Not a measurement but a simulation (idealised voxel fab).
process module | voxel lift off
cross-section cut | 155 nm wide | cells 5 nm
A cross-section is a grid of square cells, given in bands from the top down. A band is one or more rows of cells.
Each band's line starts with the height of the band's top and of its bottom, in nm. Then come its materials from left to right, each with its width in nm. One material with "throughout" fills the band from edge to edge. "air" is empty space.
Height 0 is the level under which the wafer as received is all one material. The lowest band goes on downwards, as in "0 down".
A width such as "30 to 40" changes by the same amount from each row of cells to the next, from the band's top row to its bottom row.
"no change" after a step means that no cell of the cross-section changed.
closed voids: empty space of 8 cells or more with no open way to the top, each as width x height at its distance from the left edge, in nm
after a step's settings: what the simulator itself notes on the step
overlay nm, on a step with a mask: how far to the right of its planned place the mask lay; to the left if negative
plan
1 op RECEIVE | material Si
2 op CONFORMAL_DEP | material SiN | thk nm 10
3 op PATTERN | tone open | mask id LINES | material resist | width nm 15 | pitch nm 35 | thk nm 25 | overlay nm 0
4 op DIRECTIONAL_DEP | material Ru | thk nm 15
5 op STRIP | etch materials resist
6 op CONFORMAL_DEP | material SiCN | thk nm 10
as received, after step 1
  0 down: Si throughout
  closed voids: none
a wafer at the end: this start, this plan, one mistake
  25 to 15: air 5 | SiCN 140 | air 10
  15 to 10: air 5 | SiCN 10 | Ru 15 | SiCN 20 | Ru 15 | SiCN 20 | Ru 15 | SiCN 20 | Ru 15 | SiCN 10 | air 10
  10 to 0: SiCN 15 | Ru 15 | SiCN 20 | Ru 15 | SiCN 20 | Ru 15 | SiCN 20 | Ru 15 | SiCN 20
  0 down: Si throughout
  closed voids: none
what went wrong: step 2 was left out
